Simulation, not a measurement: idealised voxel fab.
The process module presented herein is designated voxel capacitor over wiring.
This is section cut - it's 195 nm across, gridded in 5 nm square cells.
Throughout this document, each cross-section is represented as a grid of square cells and is presented as a sequence of bands enumerated from the top downward, where a band comprises one or more rows of cells.
Look at the band entry: it leads with the top's height and the bottom's height in nm. Then it lists the materials left to right, with a width in nm for each. The word "throughout" on a single material says that material fills the band edge to edge. The word "blank" is empty space.
Height datum 0, below which the as-received substrate wafer is one material. Lowest band open at the bottom, running downward: "0..down".
Graded width ("30 to 40"): value in top row of band = first number; value in bottom row = second number; row-to-row change constant.
You'll sometimes find "no alteration" written for a step, and that's the way of saying that nowhere in the cross-section did a cell change during that step.
"Trapped void list" means: voids of 8 cells or more that are shut off from the top with no open way through. Written width x height at distance, distance from the left edge, in nm.
Past the settings on a step's line: simulator remark, on that step.
overlay nm: for a step with a mask, the amount by which the mask lay right of where it was planned; a negative amount means left of it.

[The planned process steps are enumerated hereunder]
step 1: RECEIVE | material Si
step 2: CONFORMAL_DEP | material SiO2 | thk nm 15
step 3: CONFORMAL_DEP | material SiN | thk nm 5
step 4: DIRECTIONAL_DEP | material SiO2 | thk nm 20
step 5: DIRECTIONAL_DEP | material aC | thk nm 15
step 6: PATTERN | tone open | mask id METAL_1 | material resist | width nm 15 | pitch nm 75 | thk nm 35 | overlay nm 0
step 7: DIRECTIONAL_ETCH | etch materials aC | depth nm 15
step 8: STRIP | etch materials resist
step 9: DIRECTIONAL_ETCH | etch materials SiO2 | depth nm 20
step 10: DIRECTIONAL_ETCH | etch materials SiN | depth nm 5
step 11: STRIP | etch materials aC
step 12: CONFORMAL_DEP | material TiN | thk nm 5
step 13: FILL_DEP | material Ru | thk nm 5
step 14: CMP | height nm 40
step 15: CONFORMAL_DEP | material SiCN | thk nm 5
step 16: DIRECTIONAL_DEP | material lowk | thk nm 10
step 17: MASKED_ETCH | tone open | mask id PLUG_1 | width nm 15 | etch materials lowk | depth nm 10 | overlay nm 0
step 18: MASKED_ETCH | tone open | mask id PLUG_1 | width nm 15 | etch materials SiCN | depth nm 5 | overlay nm 0
step 19: EPI | material Ru | thk nm 10
step 20: EPI | material Ru | thk nm 5
step 21: DIRECTIONAL_DEP | material TiN | thk nm 10
step 22: DIRECTIONAL_DEP | material HfO2 | thk nm 5
step 23: DIRECTIONAL_DEP | material TiN | thk nm 10
step 24: PATTERN | tone cover | mask id UPPER_PLATE | material resist | width nm 55 | thk nm 15 | overlay nm 0
step 25: DIRECTIONAL_ETCH | etch materials TiN | depth nm 10
step 26: DIRECTIONAL_ETCH | etch materials HfO2 | depth nm 5
step 27: STRIP | etch materials resist
step 28: PATTERN | tone cover | mask id LOWER_PLATE | material resist | width nm 65 | thk nm 15 | overlay nm 0
step 29: DIRECTIONAL_ETCH | etch materials TiN | depth nm 10
step 30: STRIP | etch materials resist
step 31: FILL_DEP | material SiO2 | thk nm 20
step 32: CMP | height nm 95
step 33: PATTERN | tone open | mask id PLUG_2 | material resist | width nm 15 | thk nm 20 | overlay nm 0
step 34: DIRECTIONAL_ETCH | etch materials SiO2 | depth nm 15
step 35: STRIP | etch materials resist
step 36: CONFORMAL_DEP | material TiN | thk nm 5
step 37: FILL_DEP | material Ru | thk nm 5
step 38: CMP | height nm 95
step 39: CONFORMAL_DEP | material SiCN | thk nm 5
Don't read the plan's width nm for step 6 as applying to every wafer: that's the first wafer's value, and the wafers differ in it, though they all start identical.

[Step 1 complete: as-received cross-section of the first of several wafers]
0..down: Si throughout
Trapped void list: none

[Every row in this table is a wafer at the end of the module, and it gives, for each of the materials, the cells that wafer has gained (+) or lost (-) since it was received, then its closed voids]
width nm 15; +11 HfO2; +19 Ru; +75 SiCN; +33 SiN; +493 SiO2; +77 TiN; +72 lowk; Trapped void list: none
width nm 20; +11 HfO2; +27 Ru; +75 SiCN; +31 SiN; +485 SiO2; +79 TiN; +72 lowk; Trapped void list: none
width nm 25; +11 HfO2; +35 Ru; +75 SiCN; +29 SiN; +477 SiO2; +81 TiN; +72 lowk; Trapped void list: none
width nm 30; +11 HfO2; +43 Ru; +75 SiCN; +27 SiN; +469 SiO2; +83 TiN; +72 lowk; Trapped void list: none
width nm 35; +11 HfO2; +51 Ru; +75 SiCN; +25 SiN; +461 SiO2; +85 TiN; +72 lowk; Trapped void list: none
width nm 40; +11 HfO2; +59 Ru; +75 SiCN; +23 SiN; +453 SiO2; +87 TiN; +72 lowk; Trapped void list: none
